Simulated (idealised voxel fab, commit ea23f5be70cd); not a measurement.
voxel released beams: a process module
For reference, the cross-section in this document is cut, with width 210 nm and square cells of 5 nm.
Think of the cross-section as a grid of square cells. We describe it in bands, top to bottom, and each band covers one or more rows of those cells. Read a band's entry like this: the first values are the height of its top and the height of its bottom in nm, and what follows is the sequence of materials from left to right, each with its width in nm. Note that "blank" is empty space, and that a single material marked "edge to edge" reaches across the band from edge to edge. Height 0 is the level under which the wafer as received is all one material. The lowest band goes on downwards, as in "0 and below". Width: "30..40" (first number = top row, second number = bottom row, same change from row to row of cells). The designation "all unchanged", where it is given for a processing step, indicates that no cell of the cross-section was altered in the course of that step. Closed-off voids of 8+ cells (no open route to the top) go in "Trapped voids", written width x height at distance from the left edge, in nm. Step line, after settings: the simulator's comment on this step. overlay nm: for a step with a mask, the amount by which the mask lay right of where it was planned; a negative amount means left of it.
**List of planned process steps**
1. op RECEIVE | material Si
2. op CONFORMAL_DEP | material SiN | thk nm 10
3. op DIRECTIONAL_DEP | material SiO2 | thk nm 15
4. op DIRECTIONAL_DEP | material aC | thk nm 15
5. op PATTERN | tone open | mask id ANCHOR | material resist | width nm 35 | thk nm 30 | overlay nm 0
6. op DIRECTIONAL_ETCH | etch materials aC | depth nm 15
7. op STRIP | etch materials resist
8. op DIRECTIONAL_ETCH | etch materials SiO2 | depth nm 15
9. op STRIP | etch materials aC
10. op CONFORMAL_DEP | material W | thk nm 15
11. op DIRECTIONAL_DEP | material aC | thk nm 15
12. op PATTERN | tone cover | mask id BEAM | material resist | width nm 120 | thk nm 35 | overlay nm 0
13. op DIRECTIONAL_ETCH | etch materials aC | depth nm 15
14. op STRIP | etch materials resist
15. op DIRECTIONAL_ETCH | etch materials W | depth nm 15
16. op STRIP | etch materials aC
17. op STRIP | etch materials SiO2
The plan shows the width nm of step 5 as the first wafer had it; this setting differs between the wafers, which start out alike.
**Sectional view: first of several wafers, as received, after step 1**
> 0 and below = Si edge to edge
> Trapped voids: none
**At the end of the module, after its last step, step 17, the first of several wafers appears in cross-section as follows**
> 40 down to 25 = blank (40) / W (25) / blank (5) / W (90) / blank (50)
> 25 down to 10 = blank (50) / W (35) / blank (125)
> 10 down to 0 = SiN edge to edge
> 0 and below = Si edge to edge
> Trapped voids: none
**So this is the cross-section on the last wafer at the end of the module**
> 40 down to 25 = blank (40) / W (15) / blank (30) / W (75) / blank (50)
> 25 down to 10 = blank (40) / W (60) / blank (110)
> 10 down to 0 = SiN edge to edge
> 0 and below = Si edge to edge
> Trapped voids: none
**Per wafer, end of module: cells gained (+) or lost (-) per material since receipt, then closed voids**
width nm 35 | +84 SiN | +90 W | Trapped voids: none
width nm 40 | +84 SiN | +90 W | Trapped voids: none
width nm 45 | +84 SiN | +90 W | Trapped voids: none
width nm 50 | +84 SiN | +90 W | Trapped voids: none
width nm 55 | +84 SiN | +90 W | Trapped voids: none
width nm 60 | +84 SiN | +90 W | Trapped voids: none
